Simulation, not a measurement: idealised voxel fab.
process module | voxel self aligned vias
cross-section cut | 220 nm wide | cells 5 nm
A cross-section is a grid of square cells, given in bands from the top down. A band is one or more rows of cells.
Each band's line starts with the height of the band's top and of its bottom, in nm. Then come its materials from left to right, each with its width in nm. One material with "throughout" fills the band from edge to edge. "air" is empty space.
Height 0 is the level under which the wafer as received is all one material. The lowest band goes on downwards, as in "0 down".
A width such as "30 to 40" changes by the same amount from each row of cells to the next, from the band's top row to its bottom row.
"no change" after a step means that no cell of the cross-section changed.
closed voids: empty space of 8 cells or more with no open way to the top, each as width x height at its distance from the left edge, in nm
after a step's settings: what the simulator itself notes on the step
overlay nm, on a step with a mask: how far to the right of its planned place the mask lay; to the left if negative
plan
1 op RECEIVE | material Si
2 op CONFORMAL_DEP | material SiO2 | thk nm 10
3 op CONFORMAL_DEP | material SiCN | thk nm 5
4 op DIRECTIONAL_DEP | material lowk | thk nm 20
5 op PATTERN | tone open | mask id LINES | material resist | width nm 25 | pitch nm 70 | thk nm 15 | overlay nm -15
6 op DIRECTIONAL_ETCH | etch materials lowk | depth nm 20
7 op STRIP | etch materials resist
8 op CONFORMAL_DEP | material TiN | thk nm 5
9 op FILL_DEP | material W | thk nm 5
10 op CMP | height nm 35
11 op SELECTIVE_ETCH | etch materials W Ru TiN | depth nm 5
12 op FILL_DEP | material SiN | thk nm 5
13 op CMP | height nm 35
14 op DIRECTIONAL_DEP | material lowk | thk nm 20
15 op PATTERN | tone open | mask id VIAS | material resist | width nm 45 | thk nm 20 | overlay nm 0
16 op DIRECTIONAL_ETCH | etch materials lowk | depth nm 20
17 op DIRECTIONAL_ETCH | etch materials SiN | depth nm 5
18 op STRIP | etch materials resist
19 op CONFORMAL_DEP | material TiN | thk nm 5
20 op FILL_DEP | material W | thk nm 5
21 op CMP | height nm 55
22 op CONFORMAL_DEP | material SiCN | thk nm 5
varied across the wafers: overlay nm of step 5. The plan shows the first wafer's value. All wafers start alike
first wafer as received, after step 1
  0 down: Si throughout
  closed voids: none
first wafer at the end, after step 22
  60 to 55: SiCN throughout
  55 to 40: lowk 50 | TiN 5 | W 35 | TiN 5 | lowk 125
  40 to 35: lowk 50 | TiN 5 | W 10 | TiN 30 | lowk 125
  35 to 30: lowk 45 | SiN 5 | TiN 20 | lowk 45 | SiN 25 | lowk 80
  30 to 20: lowk 45 | TiN 5 | W 15 | TiN 5 | lowk 45 | TiN 5 | W 15 | TiN 5 | lowk 80
  20 to 15: lowk 45 | TiN 25 | lowk 45 | TiN 25 | lowk 80
  15 to 10: SiCN throughout
  10 to 0: SiO2 throughout
  0 down: Si throughout
  closed voids: none
last wafer at the end
  60 to 55: SiCN throughout
  55 to 40: lowk 50 | TiN 5 | W 35 | TiN 5 | lowk 125
  40 to 35: lowk 50 | TiN 30 | W 10 | TiN 5 | lowk 125
  35 to 30: lowk 75 | TiN 20 | SiN 5 | lowk 45 | SiN 25 | lowk 50
  30 to 20: lowk 75 | TiN 5 | W 15 | TiN 5 | lowk 45 | TiN 5 | W 15 | TiN 5 | lowk 50
  20 to 15: lowk 75 | TiN 25 | lowk 45 | TiN 25 | lowk 50
  15 to 10: SiCN throughout
  10 to 0: SiO2 throughout
  0 down: Si throughout
  closed voids: none
each wafer at the end: cells of each material gained (+) or lost (-) since it was received, then its closed voids
overlay nm -15 | +88 SiCN | +6 SiN | +88 SiO2 | +35 TiN | +35 W | +276 lowk | closed voids: none
overlay nm -10 | +88 SiCN | +5 SiN | +88 SiO2 | +35 TiN | +36 W | +276 lowk | closed voids: none
overlay nm -5 | +88 SiCN | +5 SiN | +88 SiO2 | +35 TiN | +36 W | +276 lowk | closed voids: none
overlay nm 0 | +88 SiCN | +5 SiN | +88 SiO2 | +35 TiN | +36 W | +276 lowk | closed voids: none
overlay nm 5 | +88 SiCN | +5 SiN | +88 SiO2 | +35 TiN | +36 W | +276 lowk | closed voids: none
overlay nm 10 | +88 SiCN | +5 SiN | +88 SiO2 | +35 TiN | +36 W | +276 lowk | closed voids: none
overlay nm 15 | +88 SiCN | +6 SiN | +88 SiO2 | +35 TiN | +35 W | +276 lowk | closed voids: none
